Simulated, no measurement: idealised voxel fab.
Title: Process Module voxel self aligned vias
It is cross-section cut that appears here, measuring 280 nm in width, its square cells being 5 nm in size.
Bands, listed from the top down, are how a cross-section gets written in this document; the cross-section itself is a grid of square cells, and a band is one or more rows of them.
The entry gives the band's vertical extent as a top height and a bottom height in nm, then its horizontal make-up as materials from left to right, each with a width in nm. "blank" stands for empty space; a single material marked "all across" fills the band edge to edge.
Below 0: as-received wafer, all one material; heights counted from there. Lowest band: no bottom, goes on down, written "top 0, no bottom".
A width such as "30 to 40" changes by the same amount from each row of cells to the next, from the band's top row to its bottom row.
It should be understood that the words "nothing changed", when stated for a given step, signify that the cross-section underwent no change in any of its cells during that step.
Enclosed voids (no open way to top), threshold 8 cells or more, entry "Completely enclosed voids", notation width x height at distance, distance from left edge, nm.
Heads up: the bit after the settings on a step's line is the simulator's remark on that step.
overlay nm: step with mask; distance mask lay right of planned place; negative value = left of planned place.
# The steps planned for the process are as follows
1) RECEIVE | material Si
2) CONFORMAL_DEP | material SiO2 | thk nm 10
3) CONFORMAL_DEP | material SiCN | thk nm 5
4) DIRECTIONAL_DEP | material lowk | thk nm 25
5) DIRECTIONAL_DEP | material aC | thk nm 15
6) PATTERN | tone open | mask id LINES | material resist | width nm 30 | pitch nm 75 | thk nm 30 | overlay nm 0
7) DIRECTIONAL_ETCH | etch materials aC | depth nm 15
8) STRIP | etch materials resist
9) DIRECTIONAL_ETCH | etch materials lowk | depth nm 25
10) STRIP | etch materials aC
11) CONFORMAL_DEP | material TiN | thk nm 5
12) FILL_DEP | material W | thk nm 5
13) CMP | height nm 40
14) SELECTIVE_ETCH | etch materials W Ru TiN | depth nm 5
15) FILL_DEP | material SiN | thk nm 10
16) CMP | height nm 40
17) DIRECTIONAL_DEP | material lowk | thk nm 15
18) DIRECTIONAL_DEP | material aC | thk nm 15
19) PATTERN | tone open | mask id VIAS | material resist | width nm 50 | thk nm 30 | overlay nm 0
20) DIRECTIONAL_ETCH | etch materials aC | depth nm 15
21) STRIP | etch materials resist
22) DIRECTIONAL_ETCH | etch materials lowk | depth nm 15
23) DIRECTIONAL_ETCH | etch materials SiN | depth nm 5
24) STRIP | etch materials aC
25) CONFORMAL_DEP | material TiN | thk nm 5
26) FILL_DEP | material Ru | thk nm 5
27) CMP | height nm 55
28) CONFORMAL_DEP | material SiCN | thk nm 5
# Incoming wafer, cross-sectional view, post step 1
* top 0, no bottom = Si all across
* Completely enclosed voids: none
# One mistake in running the module, otherwise start and plan as above: cross-section at the end
* top 60, bottom 55 = SiCN all across
* top 55, bottom 50 = TiN=80 | Ru=40 | TiN=160
* top 50, bottom 40 = lowk=75 | TiN=5 | Ru=40 | TiN=5 | lowk=155
* top 40, bottom 35 = lowk=75 | TiN=50 | lowk=35 | SiN=30 | lowk=90
* top 35, bottom 20 = lowk=85 | TiN=5 | W=20 | TiN=5 | lowk=45 | TiN=5 | W=20 | TiN=5 | lowk=90
* top 20, bottom 15 = lowk=85 | TiN=30 | lowk=45 | TiN=30 | lowk=90
* top 15, bottom 10 = SiCN all across
* top 10, bottom 0 = SiO2 all across
* top 0, no bottom = Si all across
* Completely enclosed voids: none
Here's what went sideways: step 17 did not use the planned setting and instead ran as DIRECTIONAL_DEP | material lowk | thk nm 10
